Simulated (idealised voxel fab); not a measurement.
voxel tone inversion: a process module
Section shown: cut. Width: 220 nm. Cell size: 5 nm, square.
When this document writes out a cross-section, it uses a grid of square cells and lists it as bands, beginning at the top and moving down, with a band standing for one or more rows of cells. First you get the band's top height and its bottom height, in nm, and then the materials it's made of, left to right, with each width in nm. If you see a single material with "throughout", that one covers the band edge to edge. "air" is empty space. We count height from 0. Below that, the starting wafer is all one material. The lowest band never ends at the bottom but goes on down; see "0 down" for how that is written. When a width is written as two numbers, as in "30 to 40", the first number is the width in the top row of cells of the band and the second is the width in its bottom row, and the width changes by the same amount from each row to the next. For the purposes of this document, the phrase "remained unchanged" attached to a step denotes that no cell within the cross-section was modified by that step. "Closed void roster": empty spaces of 8 cells or more with no open way to the top, each given as width x height at distance, distance from the left edge, all in nm. Text after the settings on a step's line: the simulator's own remark on that step. For masked steps, "overlay nm" on the step line gives how far right of plan the mask actually lay; a minus sign means it lay to the left.

[Process steps (planned)]
1 RECEIVE with material Si
2 CONFORMAL_DEP with material SiN, thk nm 5
3 DIRECTIONAL_DEP with material polySi, thk nm 25
4 PATTERN with tone cover, mask id POSTS, material resist, width nm 25, pitch nm 45, thk nm 30, overlay nm 0
5 DIRECTIONAL_ETCH with etch materials polySi, depth nm 25
6 STRIP with etch materials resist
7 FILL_DEP with material SiO2, thk nm 10
8 CMP with height nm 30
9 STRIP with etch materials polySi
10 CONFORMAL_DEP with material TiN, thk nm 5
11 FILL_DEP with material W, thk nm 5
12 CMP with height nm 30
13 CONFORMAL_DEP with material SiCN, thk nm 5

[Received-state cross-section, reflecting completion of step 1]
	0 down | Si throughout
	Closed void roster: none

[Run as planned - first of the two wafers cross-sectioned at the end of the module]
	35 to 30 | SiCN throughout
	30 to 10 | 30 SiO2, then 5 TiN, then 15 W, then 5 TiN, then 20 SiO2, then 5 TiN, then 15 W, then 5 TiN, then 20 SiO2, then 5 TiN, then 15 W, then 5 TiN, then 20 SiO2, then 5 TiN, then 15 W, then 5 TiN, then 30 SiO2
	10 to 5 | 30 SiO2, then 25 TiN, then 20 SiO2, then 25 TiN, then 20 SiO2, then 25 TiN, then 20 SiO2, then 25 TiN, then 30 SiO2
	5 to 0 | SiN throughout
	0 down | Si throughout
	Closed void roster: none

[Wafer two (of two), end-of-module cross-section: start = wafer one, plan = wafer one, one run mistake]
	35 to 30 | SiCN throughout
	30 to 10 | 40 SiO2, then 5 TiN, then 15 W, then 5 TiN, then 20 SiO2, then 5 TiN, then 15 W, then 5 TiN, then 20 SiO2, then 5 TiN, then 15 W, then 5 TiN, then 20 SiO2, then 5 TiN, then 15 W, then 5 TiN, then 20 SiO2
	10 to 5 | 40 SiO2, then 25 TiN, then 20 SiO2, then 25 TiN, then 20 SiO2, then 25 TiN, then 20 SiO2, then 25 TiN, then 20 SiO2
	5 to 0 | SiN throughout
	0 down | Si throughout
	Closed void roster: none
Want to know what went wrong? step 4 went in with a setting other than planned; the actual run was PATTERN with tone cover, mask id POSTS, material resist, width nm 25, pitch nm 45, thk nm 30, overlay nm 10
Matching per-material cell counts, mismatched positions: that is how the second wafer compares with the first at the end.
